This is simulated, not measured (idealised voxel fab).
The following is a process module called voxel transistor to metal.
It is cross-section cut that appears here, measuring 295 nm in width, its square cells being 5 nm in size.
Throughout this document, each cross-section is represented as a grid of square cells and is presented as a sequence of bands enumerated from the top downward, where a band comprises one or more rows of cells. Each band's line starts with the height of the band's top and of its bottom, in nm. Then come its materials from left to right, each with its width in nm. One material with "all across" fills the band from edge to edge. "empty" is empty space. Height 0 is the level under which the wafer as received is all one material. The lowest band goes on downwards, as in "0 nm and below". The notation "30->40" denotes a width that varies across the rows of cells in the band, beginning at the first number in the top row, finishing at the second number in the bottom row, and changing by an identical amount from each row to the next. "nothing different" -> step changed no cross-section cell. The label "Cavities, closed" introduces a list of the empty spaces, 8 cells or larger, that have no open way up to the top; each entry in it reads width x height at distance, where the distance is taken from the left edge and all three are stated in nm. after a step's settings: what the simulator itself notes on the step. What "overlay nm" on a step's line means: if the step has a mask, that mask lay this far to the right of its planned place, or, when the value is negative, to the left. From here on the document is pairs. In a pair, the cross-section before one process step comes with the cross-section after it, and the latter goes no deeper than the lowest band that changed. What lies in between, the step and its settings, is written under the pair. A pair may be from a different run of this module on the same starting wafer than the pair above it, so it continues from that pair only where its entry headed "Pre-step" says so.

-- Pre-step
	105 nm to 100 nm: 25 TiN, then 5 empty, then 140 TiN, then 5 empty, then 120 TiN
	100 nm to 65 nm: 20 SiO2, then 5 TiN, then 5 empty, then 5 TiN, then 130 SiO2, then 5 TiN, then 5 empty, then 5 TiN, then 115 SiO2
	65 nm to 60 nm: 20 SiCN, then 15 TiN, then 130 SiCN, then 15 TiN, then 115 SiCN
	60 nm to 55 nm: 15 SiCN, then 25 Ru, then 65 SiCN, then 25 Ru, then 30 SiCN, then 25 Ru, then 65 SiCN, then 25 Ru, then 20 SiCN
	55 nm to 40 nm: 20 lowk, then 5 TiN, then 5 Ru, then 5 TiN, then 75 lowk, then 5 TiN, then 5 Ru, then 5 TiN, then 40 lowk, then 5 TiN, then 5 Ru, then 5 TiN, then 75 lowk, then 5 TiN, then 5 Ru, then 5 TiN, then 25 lowk
	40 nm to 35 nm: 20 SiN, then 15 TiN, then 75 SiN, then 15 TiN, then 40 SiN, then 15 TiN, then 75 SiN, then 15 TiN, then 25 SiN
	35 nm to 20 nm: 20 SiO2, then 5 TiN, then 5 W, then 5 TiN, then 75 SiO2, then 5 TiN, then 5 W, then 5 TiN, then 40 SiO2, then 5 TiN, then 5 W, then 5 TiN, then 75 SiO2, then 5 TiN, then 5 W, then 5 TiN, then 25 SiO2
	20 nm to 5 nm: 20 SiO2, then 5 TiN, then 5 W, then 5 TiN, then 10 SiO2, then 5 SiN, then 5 HfO2, then 5 TiN, then 25 W, then 5 TiN, then 5 HfO2, then 5 SiN, then 10 SiO2, then 5 TiN, then 5 W, then 5 TiN, then 40 SiO2, then 5 TiN, then 5 W, then 5 TiN, then 10 SiO2, then 5 SiN, then 5 HfO2, then 5 TiN, then 25 W, then 5 TiN, then 5 HfO2, then 5 SiN, then 10 SiO2, then 5 TiN, then 5 W, then 5 TiN, then 25 SiO2
	5 nm to 0 nm: 20 SiO2, then 15 TiN, then 10 SiO2, then 5 SiN, then 5 HfO2, then 35 TiN, then 5 HfO2, then 5 SiN, then 10 SiO2, then 15 TiN, then 40 SiO2, then 15 TiN, then 10 SiO2, then 5 SiN, then 5 HfO2, then 35 TiN, then 5 HfO2, then 5 SiN, then 10 SiO2, then 15 TiN, then 25 SiO2
	0 nm to -5 nm: 15 SiO2, then 30 pSi, then 5 SiO2, then 45 HfO2, then 5 SiO2, then 30 pSi, then 30 SiO2, then 30 pSi, then 5 SiO2, then 45 HfO2, then 5 SiO2, then 30 pSi, then 20 SiO2
	-5 nm to -35 nm: 20 SiO2, then 105 Si, then 40 SiO2, then 105 Si, then 25 SiO2
	-35 nm and below: Si all across
	Cavities, closed: none

-- After the Step
	115 nm to 105 nm: Cu all across
	105 nm to 100 nm: 25 TiN, then 5 Cu, then 140 TiN, then 5 Cu, then 120 TiN
	100 nm to 65 nm: 20 SiO2, then 5 TiN, then 5 Cu, then 5 TiN, then 130 SiO2, then 5 TiN, then 5 Cu, then 5 TiN, then 115 SiO2
	No changes below 65.
	Cavities, closed: none
What is the step between the two cross-sections above? op FILL_DEP | material Cu | thk nm 10

Pre-step: carried over from the after image of the pair right above.

-- After the Step
	100 nm to 65 nm: 20 SiO2, then 5 TiN, then 5 Cu, then 5 TiN, then 130 SiO2, then 5 TiN, then 5 Cu, then 5 TiN, then 115 SiO2
	No changes below 65.
	Cavities, closed: none
What is the step between the two cross-sections above? op CMP | height nm 100

Pre-step: carried over from the after image of the pair right above.

-- After the Step
	105 nm to 100 nm: SiCN all across
	No changes below 100.
	Cavities, closed: none
What is the step between the two cross-sections above? op CONFORMAL_DEP | material SiCN | thk nm 5

-- Pre-step
	60 nm to 55 nm: 15 empty, then 25 Ru, then 65 empty, then 25 Ru, then 30 empty, then 25 Ru, then 65 empty, then 25 Ru, then 20 empty
	55 nm to 40 nm: 20 lowk, then 5 TiN, then 5 Ru, then 5 TiN, then 75 lowk, then 5 TiN, then 5 Ru, then 5 TiN, then 40 lowk, then 5 TiN, then 5 Ru, then 5 TiN, then 75 lowk, then 5 TiN, then 5 Ru, then 5 TiN, then 25 lowk
	40 nm to 35 nm: 20 SiN, then 15 TiN, then 75 SiN, then 15 TiN, then 40 SiN, then 15 TiN, then 75 SiN, then 15 TiN, then 25 SiN
	35 nm to 20 nm: 20 SiO2, then 5 TiN, then 5 W, then 5 TiN, then 75 SiO2, then 5 TiN, then 5 W, then 5 TiN, then 40 SiO2, then 5 TiN, then 5 W, then 5 TiN, then 75 SiO2, then 5 TiN, then 5 W, then 5 TiN, then 25 SiO2
	20 nm to 5 nm: 20 SiO2, then 5 TiN, then 5 W, then 5 TiN, then 10 SiO2, then 5 SiN, then 5 HfO2, then 5 TiN, then 25 W, then 5 TiN, then 5 HfO2, then 5 SiN, then 10 SiO2, then 5 TiN, then 5 W, then 5 TiN, then 40 SiO2, then 5 TiN, then 5 W, then 5 TiN, then 10 SiO2, then 5 SiN, then 5 HfO2, then 5 TiN, then 25 W, then 5 TiN, then 5 HfO2, then 5 SiN, then 10 SiO2, then 5 TiN, then 5 W, then 5 TiN, then 25 SiO2
	5 nm to 0 nm: 20 SiO2, then 15 TiN, then 10 SiO2, then 5 SiN, then 5 HfO2, then 35 TiN, then 5 HfO2, then 5 SiN, then 10 SiO2, then 15 TiN, then 40 SiO2, then 15 TiN, then 10 SiO2, then 5 SiN, then 5 HfO2, then 35 TiN, then 5 HfO2, then 5 SiN, then 10 SiO2, then 15 TiN, then 25 SiO2
	0 nm to -5 nm: 15 SiO2, then 30 pSi, then 5 SiO2, then 45 HfO2, then 5 SiO2, then 30 pSi, then 30 SiO2, then 30 pSi, then 5 SiO2, then 45 HfO2, then 5 SiO2, then 30 pSi, then 20 SiO2
	-5 nm to -35 nm: 20 SiO2, then 105 Si, then 40 SiO2, then 105 Si, then 25 SiO2
	-35 nm and below: Si all across
	Cavities, closed: none

-- After the Step
	95 nm to 90 nm: 15 empty, then 25 SiO2, then 65 empty, then 25 SiO2, then 30 empty, then 25 SiO2, then 65 empty, then 25 SiO2, then 20 empty
	90 nm to 60 nm: SiO2 all across
	60 nm to 55 nm: 15 SiO2, then 25 Ru, then 65 SiO2, then 25 Ru, then 30 SiO2, then 25 Ru, then 65 SiO2, then 25 Ru, then 20 SiO2
	No changes below 55.
	Cavities, closed: none
What is the step between the two cross-sections above? op DIRECTIONAL_DEP | material SiO2 | thk nm 35

Pre-step: carried over from the after image of the pair right above.

-- After the Step
	95 nm to 90 nm: 15 empty, then 5 SiO2, then 15 empty, then 5 SiO2, then 65 empty, then 25 SiO2, then 30 empty, then 5 SiO2, then 15 empty, then 5 SiO2, then 65 empty, then 25 SiO2, then 20 empty
	90 nm to 75 nm: 20 SiO2, then 15 empty, then 130 SiO2, then 15 empty, then 115 SiO2
	No changes below 75.
	Cavities, closed: none
What is the step between the two cross-sections above? op MASKED_ETCH | tone open | mask id METAL_2 | width nm 15 | pitch nm 145 | etch materials SiO2 | depth nm 20 | overlay nm 0

Pre-step: carried over from the after image of the pair right above.

-- After the Step
	110 nm to 95 nm: 20 resist, then 15 empty, then 130 resist, then 15 empty, then 115 resist
	95 nm to 90 nm: 15 resist, then 5 SiO2, then 15 empty, then 5 SiO2, then 65 resist, then 25 SiO2, then 30 resist, then 5 SiO2, then 15 empty, then 5 SiO2, then 65 resist, then 25 SiO2, then 20 resist
	No changes below 90.
	Cavities, closed: none
What is the step between the two cross-sections above? op PATTERN | tone open | mask id METAL_2_HOLES | material resist | width nm 15 | pitch nm 145 | thk nm 15 | overlay nm 0

Pre-step: carried over from the after image of the pair right above.

-- After the Step
	110 nm to 95 nm: 20 resist, then 15 empty, then 130 resist, then 15 empty, then 115 resist
	95 nm to 90 nm: 15 resist, then 5 SiO2, then 15 empty, then 5 SiO2, then 65 resist, then 25 SiO2, then 30 resist, then 5 SiO2, then 15 empty, then 5 SiO2, then 65 resist, then 25 SiO2, then 20 resist
	90 nm to 60 nm: 20 SiO2, then 15 empty, then 130 SiO2, then 15 empty, then 115 SiO2
	No changes below 60.
	Cavities, closed: none
What is the step between the two cross-sections above? op DIRECTIONAL_ETCH | etch materials SiO2 | depth nm 15

Pre-step: carried over from the after image of the pair right above.

-- After the Step
	95 nm to 90 nm: 15 empty, then 5 SiO2, then 15 empty, then 5 SiO2, then 65 empty, then 25 SiO2, then 30 empty, then 5 SiO2, then 15 empty, then 5 SiO2, then 65 empty, then 25 SiO2, then 20 empty
	No changes below 90.
	Cavities, closed: none
What is the step between the two cross-sections above? op STRIP | etch materials resist

Pre-step: carried over from the after image of the pair right above.

-- After the Step
	100 nm to 95 nm: 10 empty, then 15 TiN, then 5 empty, then 15 TiN, then 55 empty, then 35 TiN, then 20 empty, then 15 TiN, then 5 empty, then 15 TiN, then 55 empty, then 35 TiN, then 15 empty
	95 nm to 90 nm: 15 TiN, then 5 SiO2, then 5 TiN, then 5 empty, then 5 TiN, then 5 SiO2, then 65 TiN, then 25 SiO2, then 30 TiN, then 5 SiO2, then 5 TiN, then 5 empty, then 5 TiN, then 5 SiO2, then 65 TiN, then 25 SiO2, then 20 TiN
	90 nm to 65 nm: 20 SiO2, then 5 TiN, then 5 empty, then 5 TiN, then 130 SiO2, then 5 TiN, then 5 empty, then 5 TiN, then 115 SiO2
	65 nm to 60 nm: 20 SiO2, then 15 TiN, then 130 SiO2, then 15 TiN, then 115 SiO2
	No changes below 60.
	Cavities, closed: none
What is the step between the two cross-sections above? op CONFORMAL_DEP | material TiN | thk nm 5

Pre-step: carried over from the after image of the pair right above.

-- After the Step
	110 nm to 100 nm: Cu all across
	100 nm to 95 nm: 10 Cu, then 15 TiN, then 5 Cu, then 15 TiN, then 55 Cu, then 35 TiN, then 20 Cu, then 15 TiN, then 5 Cu, then 15 TiN, then 55 Cu, then 35 TiN, then 15 Cu
	95 nm to 90 nm: 15 TiN, then 5 SiO2, then 5 TiN, then 5 Cu, then 5 TiN, then 5 SiO2, then 65 TiN, then 25 SiO2, then 30 TiN, then 5 SiO2, then 5 TiN, then 5 Cu, then 5 TiN, then 5 SiO2, then 65 TiN, then 25 SiO2, then 20 TiN
	90 nm to 65 nm: 20 SiO2, then 5 TiN, then 5 Cu, then 5 TiN, then 130 SiO2, then 5 TiN, then 5 Cu, then 5 TiN, then 115 SiO2
	No changes below 65.
	Cavities, closed: none
What is the step between the two cross-sections above? op FILL_DEP | material Cu | thk nm 10

Pre-step: carried over from the after image of the pair right above.

-- After the Step
	100 nm to 95 nm: 10 Cu, then 15 TiN, then 5 Cu, then 15 TiN, then 55 Cu, then 35 TiN, then 20 Cu, then 15 TiN, then 5 Cu, then 15 TiN, then 55 Cu, then 35 TiN, then 15 Cu
	No changes below 95.
	Cavities, closed: none
What is the step between the two cross-sections above? op CMP | height nm 100

Pre-step: carried over from the after image of the pair right above.

-- After the Step
	105 nm to 100 nm: SiCN all across
	No changes below 100.
	Cavities, closed: none
What is the step between the two cross-sections above? op CONFORMAL_DEP | material SiCN | thk nm 5

-- Pre-step
	100 nm to 65 nm: SiO2 all across
	65 nm to 60 nm: SiCN all across
	60 nm to 55 nm: 15 SiCN, then 25 Ru, then 65 SiCN, then 25 Ru, then 30 SiCN, then 25 Ru, then 65 SiCN, then 25 Ru, then 20 SiCN
	55 nm to 40 nm: 20 lowk, then 5 TiN, then 5 Ru, then 5 TiN, then 75 lowk, then 5 TiN, then 5 Ru, then 5 TiN, then 40 lowk, then 5 TiN, then 5 Ru, then 5 TiN, then 75 lowk, then 5 TiN, then 5 Ru, then 5 TiN, then 25 lowk
	40 nm to 35 nm: 20 SiN, then 15 TiN, then 75 SiN, then 15 TiN, then 40 SiN, then 15 TiN, then 75 SiN, then 15 TiN, then 25 SiN
	35 nm to 20 nm: 20 SiO2, then 5 TiN, then 5 W, then 5 TiN, then 75 SiO2, then 5 TiN, then 5 W, then 5 TiN, then 40 SiO2, then 5 TiN, then 5 W, then 5 TiN, then 75 SiO2, then 5 TiN, then 5 W, then 5 TiN, then 25 SiO2
	20 nm to 5 nm: 20 SiO2, then 5 TiN, then 5 W, then 5 TiN, then 10 SiO2, then 5 SiN, then 5 HfO2, then 5 TiN, then 25 W, then 5 TiN, then 5 HfO2, then 5 SiN, then 10 SiO2, then 5 TiN, then 5 W, then 5 TiN, then 40 SiO2, then 5 TiN, then 5 W, then 5 TiN, then 10 SiO2, then 5 SiN, then 5 HfO2, then 5 TiN, then 25 W, then 5 TiN, then 5 HfO2, then 5 SiN, then 10 SiO2, then 5 TiN, then 5 W, then 5 TiN, then 25 SiO2
	5 nm to 0 nm: 20 SiO2, then 15 TiN, then 10 SiO2, then 5 SiN, then 5 HfO2, then 35 TiN, then 5 HfO2, then 5 SiN, then 10 SiO2, then 15 TiN, then 40 SiO2, then 15 TiN, then 10 SiO2, then 5 SiN, then 5 HfO2, then 35 TiN, then 5 HfO2, then 5 SiN, then 10 SiO2, then 15 TiN, then 25 SiO2
	0 nm to -5 nm: 15 SiO2, then 30 pSi, then 5 SiO2, then 45 HfO2, then 5 SiO2, then 30 pSi, then 30 SiO2, then 30 pSi, then 5 SiO2, then 45 HfO2, then 5 SiO2, then 30 pSi, then 20 SiO2
	-5 nm to -35 nm: 20 SiO2, then 105 Si, then 40 SiO2, then 105 Si, then 25 SiO2
	-35 nm and below: Si all across
	Cavities, closed: none

-- After the Step
	135 nm to 65 nm: SiO2 all across
	No changes below 65.
	Cavities, closed: none
What is the step between the two cross-sections above? op DIRECTIONAL_DEP | material SiO2 | thk nm 35

Pre-step: carried over from the after image of the pair right above.

-- After the Step
	135 nm to 115 nm: 20 SiO2, then 15 empty, then 130 SiO2, then 15 empty, then 115 SiO2
	No changes below 115.
	Cavities, closed: none
What is the step between the two cross-sections above? op MASKED_ETCH | tone open | mask id METAL_2 | width nm 15 | pitch nm 145 | etch materials SiO2 | depth nm 20 | overlay nm 0

Pre-step: carried over from the after image of the pair right above.

-- After the Step
	150 nm to 135 nm: 20 resist, then 15 empty, then 130 resist, then 15 empty, then 115 resist
	No changes below 135.
	Cavities, closed: none
What is the step between the two cross-sections above? op PATTERN | tone open | mask id METAL_2_HOLES | material resist | width nm 15 | pitch nm 145 | thk nm 15 | overlay nm 0

Pre-step: carried over from the after image of the pair right above.

-- After the Step
	150 nm to 135 nm: 20 resist, then 15 empty, then 130 resist, then 15 empty, then 115 resist
	135 nm to 100 nm: 20 SiO2, then 15 empty, then 130 SiO2, then 15 empty, then 115 SiO2
	No changes below 100.
	Cavities, closed: none
What is the step between the two cross-sections above? op DIRECTIONAL_ETCH | etch materials SiO2 | depth nm 15

Pre-step: carried over from the after image of the pair right above.

-- After the Step
	135 nm to 100 nm: 20 SiO2, then 15 empty, then 130 SiO2, then 15 empty, then 115 SiO2
	No changes below 100.
	Cavities, closed: none
What is the step between the two cross-sections above? op STRIP | etch materials resist

Pre-step: carried over from the after image of the pair right above.

-- After the Step
	140 nm to 135 nm: 25 TiN, then 5 empty, then 140 TiN, then 5 empty, then 120 TiN
	135 nm to 105 nm: 20 SiO2, then 5 TiN, then 5 empty, then 5 TiN, then 130 SiO2, then 5 TiN, then 5 empty, then 5 TiN, then 115 SiO2
	105 nm to 100 nm: 20 SiO2, then 15 TiN, then 130 SiO2, then 15 TiN, then 115 SiO2
	No changes below 100.
	Cavities, closed: none
What is the step between the two cross-sections above? op CONFORMAL_DEP | material TiN | thk nm 5

Pre-step: carried over from the after image of the pair right above.

-- After the Step
	150 nm to 140 nm: Cu all across
	140 nm to 135 nm: 25 TiN, then 5 Cu, then 140 TiN, then 5 Cu, then 120 TiN
	135 nm to 105 nm: 20 SiO2, then 5 TiN, then 5 Cu, then 5 TiN, then 130 SiO2, then 5 TiN, then 5 Cu, then 5 TiN, then 115 SiO2
	No changes below 105.
	Cavities, closed: none
What is the step between the two cross-sections above? op FILL_DEP | material Cu | thk nm 10

Pre-step: carried over from the after image of the pair right above.

-- After the Step
	100 nm to 65 nm: SiO2 all across
	No changes below 65.
	Cavities, closed: none
What is the step between the two cross-sections above? op CMP | height nm 100

Pre-step: carried over from the after image of the pair right above.

-- After the Step
	105 nm to 100 nm: SiCN all across
	No changes below 100.
	Cavities, closed: none
What is the step between the two cross-sections above? op CONFORMAL_DEP | material SiCN | thk nm 5

-- Pre-step
	95 nm to 90 nm: 15 empty, then 25 SiO2, then 65 empty, then 25 SiO2, then 30 empty, then 25 SiO2, then 65 empty, then 25 SiO2, then 20 empty
	90 nm to 60 nm: SiO2 all across
	60 nm to 55 nm: 15 SiO2, then 25 Ru, then 65 SiO2, then 25 Ru, then 30 SiO2, then 25 Ru, then 65 SiO2, then 25 Ru, then 20 SiO2
	55 nm to 40 nm: 20 lowk, then 5 TiN, then 5 Ru, then 5 TiN, then 75 lowk, then 5 TiN, then 5 Ru, then 5 TiN, then 40 lowk, then 5 TiN, then 5 Ru, then 5 TiN, then 75 lowk, then 5 TiN, then 5 Ru, then 5 TiN, then 25 lowk
	40 nm to 35 nm: 20 SiN, then 15 TiN, then 75 SiN, then 15 TiN, then 40 SiN, then 15 TiN, then 75 SiN, then 15 TiN, then 25 SiN
	35 nm to 20 nm: 20 SiO2, then 5 TiN, then 5 W, then 5 TiN, then 75 SiO2, then 5 TiN, then 5 W, then 5 TiN, then 40 SiO2, then 5 TiN, then 5 W, then 5 TiN, then 75 SiO2, then 5 TiN, then 5 W, then 5 TiN, then 25 SiO2
	20 nm to 5 nm: 20 SiO2, then 5 TiN, then 5 W, then 5 TiN, then 10 SiO2, then 5 SiN, then 5 HfO2, then 5 TiN, then 25 W, then 5 TiN, then 5 HfO2, then 5 SiN, then 10 SiO2, then 5 TiN, then 5 W, then 5 TiN, then 40 SiO2, then 5 TiN, then 5 W, then 5 TiN, then 10 SiO2, then 5 SiN, then 5 HfO2, then 5 TiN, then 25 W, then 5 TiN, then 5 HfO2, then 5 SiN, then 10 SiO2, then 5 TiN, then 5 W, then 5 TiN, then 25 SiO2
	5 nm to 0 nm: 20 SiO2, then 15 TiN, then 10 SiO2, then 5 SiN, then 5 HfO2, then 35 TiN, then 5 HfO2, then 5 SiN, then 10 SiO2, then 15 TiN, then 40 SiO2, then 15 TiN, then 10 SiO2, then 5 SiN, then 5 HfO2, then 35 TiN, then 5 HfO2, then 5 SiN, then 10 SiO2, then 15 TiN, then 25 SiO2
	0 nm to -5 nm: 15 SiO2, then 30 pSi, then 5 SiO2, then 45 HfO2, then 5 SiO2, then 30 pSi, then 30 SiO2, then 30 pSi, then 5 SiO2, then 45 HfO2, then 5 SiO2, then 30 pSi, then 20 SiO2
	-5 nm to -35 nm: 20 SiO2, then 105 Si, then 40 SiO2, then 105 Si, then 25 SiO2
	-35 nm and below: Si all across
	Cavities, closed: none

-- After the Step
	100 nm to 95 nm: SiCN all across
	95 nm to 90 nm: 15 SiCN, then 25 SiO2, then 65 SiCN, then 25 SiO2, then 30 SiCN, then 25 SiO2, then 65 SiCN, then 25 SiO2, then 20 SiCN
	No changes below 90.
	Cavities, closed: none
What is the step between the two cross-sections above? op FILL_DEP | material SiCN | thk nm 5

Pre-step: carried over from the after image of the pair right above.

-- After the Step
	115 nm to 100 nm: 20 resist, then 15 empty, then 130 resist, then 15 empty, then 115 resist
	No changes below 100.
	Cavities, closed: none
What is the step between the two cross-sections above? op PATTERN | tone open | mask id METAL_2_HOLES | material resist | width nm 15 | pitch nm 145 | thk nm 15 | overlay nm 0

Pre-step: carried over from the after image of the pair right above.

-- After the Step
	115 nm to 100 nm: 20 resist, then 15 empty, then 130 resist, then 15 empty, then 115 resist
	100 nm to 95 nm: 20 SiCN, then 15 empty, then 130 SiCN, then 15 empty, then 115 SiCN
	No changes below 95.
	Cavities, closed: none
What is the step between the two cross-sections above? op DIRECTIONAL_ETCH | etch materials SiCN | depth nm 5

Pre-step: carried over from the after image of the pair right above.

-- After the Step
	100 nm to 95 nm: 20 SiCN, then 15 empty, then 130 SiCN, then 15 empty, then 115 SiCN
	No changes below 95.
	Cavities, closed: none
What is the step between the two cross-sections above? op STRIP | etch materials resist

Pre-step: carried over from the after image of the pair right above.

-- After the Step
	105 nm to 100 nm: 25 TiN, then 5 empty, then 140 TiN, then 5 empty, then 120 TiN
	100 nm to 95 nm: 20 SiCN, then 15 TiN, then 130 SiCN, then 15 TiN, then 115 SiCN
	No changes below 95.
	Cavities, closed: none
What is the step between the two cross-sections above? op CONFORMAL_DEP | material TiN | thk nm 5

Pre-step: carried over from the after image of the pair right above.

-- After the Step
	115 nm to 105 nm: Cu all across
	105 nm to 100 nm: 25 TiN, then 5 Cu, then 140 TiN, then 5 Cu, then 120 TiN
	No changes below 100.
	Cavities, closed: none
What is the step between the two cross-sections above? op FILL_DEP | material Cu | thk nm 10

Pre-step: carried over from the after image of the pair right above.

-- After the Step
	100 nm to 95 nm: 20 SiCN, then 15 TiN, then 130 SiCN, then 15 TiN, then 115 SiCN
	No changes below 95.
	Cavities, closed: none
What is the step between the two cross-sections above? op CMP | height nm 100

Pre-step: carried over from the after image of the pair right above.

-- After the Step
	105 nm to 100 nm: SiCN all across
	No changes below 100.
	Cavities, closed: none
What is the step between the two cross-sections above? op CONFORMAL_DEP | material SiCN | thk nm 5

-- Pre-step
	45 nm to 35 nm: W all across
	35 nm to 30 nm: 35 W, then 25 TiN, then 25 W, then 25 TiN, then 70 W, then 25 TiN, then 25 W, then 25 TiN, then 40 W
	30 nm to 25 nm: 40 TiN, then 15 HfO2, then 5 TiN, then 25 W, then 5 TiN, then 15 HfO2, then 80 TiN, then 15 HfO2, then 5 TiN, then 25 W, then 5 TiN, then 15 HfO2, then 45 TiN
	25 nm to 20 nm: 45 HfO2, then 5 SiN, then 5 HfO2, then 5 TiN, then 25 W, then 5 TiN, then 5 HfO2, then 5 SiN, then 90 HfO2, then 5 SiN, then 5 HfO2, then 5 TiN, then 25 W, then 5 TiN, then 5 HfO2, then 5 SiN, then 50 HfO2
	20 nm to 5 nm: 45 SiO2, then 5 SiN, then 5 HfO2, then 5 TiN, then 25 W, then 5 TiN, then 5 HfO2, then 5 SiN, then 90 SiO2, then 5 SiN, then 5 HfO2, then 5 TiN, then 25 W, then 5 TiN, then 5 HfO2, then 5 SiN, then 50 SiO2
	5 nm to 0 nm: 45 SiO2, then 5 SiN, then 5 HfO2, then 35 TiN, then 5 HfO2, then 5 SiN, then 90 SiO2, then 5 SiN, then 5 HfO2, then 35 TiN, then 5 HfO2, then 5 SiN, then 50 SiO2
	0 nm to -5 nm: 15 SiO2, then 30 pSi, then 5 SiO2, then 45 HfO2, then 5 SiO2, then 30 pSi, then 30 SiO2, then 30 pSi, then 5 SiO2, then 45 HfO2, then 5 SiO2, then 30 pSi, then 20 SiO2
	-5 nm to -35 nm: 20 SiO2, then 105 Si, then 40 SiO2, then 105 Si, then 25 SiO2
	-35 nm and below: Si all across
	Cavities, closed: none

-- After the Step
	25 nm to 20 nm: 45 HfO2, then 5 SiN, then 5 HfO2, then 5 TiN, then 25 W, then 5 TiN, then 5 HfO2, then 5 SiN, then 90 HfO2, then 5 SiN, then 5 HfO2, then 5 TiN, then 25 W, then 5 TiN, then 5 HfO2, then 5 SiN, then 50 HfO2
	No changes below 20.
	Cavities, closed: none
What is the step between the two cross-sections above? op CMP | height nm 25

Pre-step: carried over from the after image of the pair right above.

-- After the Step
	40 nm to 25 nm: SiO2 all across
	No changes below 25.
	Cavities, closed: none
What is the step between the two cross-sections above? op DIRECTIONAL_DEP | material SiO2 | thk nm 15

Pre-step: carried over from the after image of the pair right above.

-- After the Step
	55 nm to 40 nm: 20 resist, then 15 empty, then 75 resist, then 15 empty, then 40 resist, then 15 empty, then 75 resist, then 15 empty, then 25 resist
	No changes below 40.
	Cavities, closed: none
What is the step between the two cross-sections above? op PATTERN | tone open | mask id CONTACT | material resist | width nm 15 | thk nm 15 | overlay nm 0

Pre-step: carried over from the after image of the pair right above.

-- After the Step
	55 nm to 40 nm: 20 resist, then 15 empty, then 75 resist, then 15 empty, then 40 resist, then 15 empty, then 75 resist, then 15 empty, then 25 resist
	40 nm to 25 nm: 20 SiO2, then 15 empty, then 75 SiO2, then 15 empty, then 40 SiO2, then 15 empty, then 75 SiO2, then 15 empty, then 25 SiO2
	No changes below 25.
	Cavities, closed: none
What is the step between the two cross-sections above? op DIRECTIONAL_ETCH | etch materials SiO2 | depth nm 35

Pre-step: carried over from the after image of the pair right above.

-- After the Step
	40 nm to 25 nm: 20 SiO2, then 15 empty, then 75 SiO2, then 15 empty, then 40 SiO2, then 15 empty, then 75 SiO2, then 15 empty, then 25 SiO2
	No changes below 25.
	Cavities, closed: none
What is the step between the two cross-sections above? op STRIP | etch materials resist

Pre-step: carried over from the after image of the pair right above.

-- After the Step
	45 nm to 40 nm: 25 TiN, then 5 empty, then 85 TiN, then 5 empty, then 50 TiN, then 5 empty, then 85 TiN, then 5 empty, then 30 TiN
	40 nm to 30 nm: 20 SiO2, then 5 TiN, then 5 empty, then 5 TiN, then 75 SiO2, then 5 TiN, then 5 empty, then 5 TiN, then 40 SiO2, then 5 TiN, then 5 empty, then 5 TiN, then 75 SiO2, then 5 TiN, then 5 empty, then 5 TiN, then 25 SiO2
	30 nm to 25 nm: 20 SiO2, then 15 TiN, then 75 SiO2, then 15 TiN, then 40 SiO2, then 15 TiN, then 75 SiO2, then 15 TiN, then 25 SiO2
	No changes below 25.
	Cavities, closed: none
What is the step between the two cross-sections above? op CONFORMAL_DEP | material TiN | thk nm 5

Pre-step: carried over from the after image of the pair right above.

-- After the Step
	50 nm to 45 nm: W all across
	45 nm to 40 nm: 25 TiN, then 5 W, then 85 TiN, then 5 W, then 50 TiN, then 5 W, then 85 TiN, then 5 W, then 30 TiN
	40 nm to 30 nm: 20 SiO2, then 5 TiN, then 5 W, then 5 TiN, then 75 SiO2, then 5 TiN, then 5 W, then 5 TiN, then 40 SiO2, then 5 TiN, then 5 W, then 5 TiN, then 75 SiO2, then 5 TiN, then 5 W, then 5 TiN, then 25 SiO2
	No changes below 30.
	Cavities, closed: none
What is the step between the two cross-sections above? op FILL_DEP | material W | thk nm 5

Pre-step: carried over from the after image of the pair right above.

-- After the Step
	35 nm to 30 nm: 20 SiO2, then 5 TiN, then 5 W, then 5 TiN, then 75 SiO2, then 5 TiN, then 5 W, then 5 TiN, then 40 SiO2, then 5 TiN, then 5 W, then 5 TiN, then 75 SiO2, then 5 TiN, then 5 W, then 5 TiN, then 25 SiO2
	No changes below 30.
	Cavities, closed: none
What is the step between the two cross-sections above? op CMP | height nm 35

Pre-step: carried over from the after image of the pair right above.

-- After the Step
	40 nm to 35 nm: SiN all across
	No changes below 35.
	Cavities, closed: none
What is the step between the two cross-sections above? op CONFORMAL_DEP | material SiN | thk nm 5

Pre-step: carried over from the after image of the pair right above.

-- After the Step
	55 nm to 40 nm: lowk all across
	No changes below 40.
	Cavities, closed: none
What is the step between the two cross-sections above? op DIRECTIONAL_DEP | material lowk | thk nm 15

Pre-step: carried over from the after image of the pair right above.

-- After the Step
	55 nm to 40 nm: 20 lowk, then 15 empty, then 75 lowk, then 15 empty, then 40 lowk, then 15 empty, then 75 lowk, then 15 empty, then 25 lowk
	No changes below 40.
	Cavities, closed: none
What is the step between the two cross-sections above? op MASKED_ETCH | tone open | mask id METAL_1 | width nm 15 | etch materials lowk | depth nm 15 | overlay nm 0

Pre-step: carried over from the after image of the pair right above.

-- After the Step
	55 nm to 40 nm: 20 lowk, then 15 empty, then 75 lowk, then 15 empty, then 40 lowk, then 15 empty, then 75 lowk, then 15 empty, then 25 lowk
	40 nm to 35 nm: 20 SiN, then 15 empty, then 75 SiN, then 15 empty, then 40 SiN, then 15 empty, then 75 SiN, then 15 empty, then 25 SiN
	No changes below 35.
	Cavities, closed: none
What is the step between the two cross-sections above? op MASKED_ETCH | tone open | mask id METAL_1 | width nm 15 | etch materials SiN | depth nm 5 | overlay nm 0

Pre-step: carried over from the after image of the pair right above.

-- After the Step
	60 nm to 55 nm: 25 TiN, then 5 empty, then 85 TiN, then 5 empty, then 50 TiN, then 5 empty, then 85 TiN, then 5 empty, then 30 TiN
	55 nm to 40 nm: 20 lowk, then 5 TiN, then 5 empty, then 5 TiN, then 75 lowk, then 5 TiN, then 5 empty, then 5 TiN, then 40 lowk, then 5 TiN, then 5 empty, then 5 TiN, then 75 lowk, then 5 TiN, then 5 empty, then 5 TiN, then 25 lowk
	40 nm to 35 nm: 20 SiN, then 15 TiN, then 75 SiN, then 15 TiN, then 40 SiN, then 15 TiN, then 75 SiN, then 15 TiN, then 25 SiN
	No changes below 35.
	Cavities, closed: none
What is the step between the two cross-sections above? op CONFORMAL_DEP | material TiN | thk nm 5
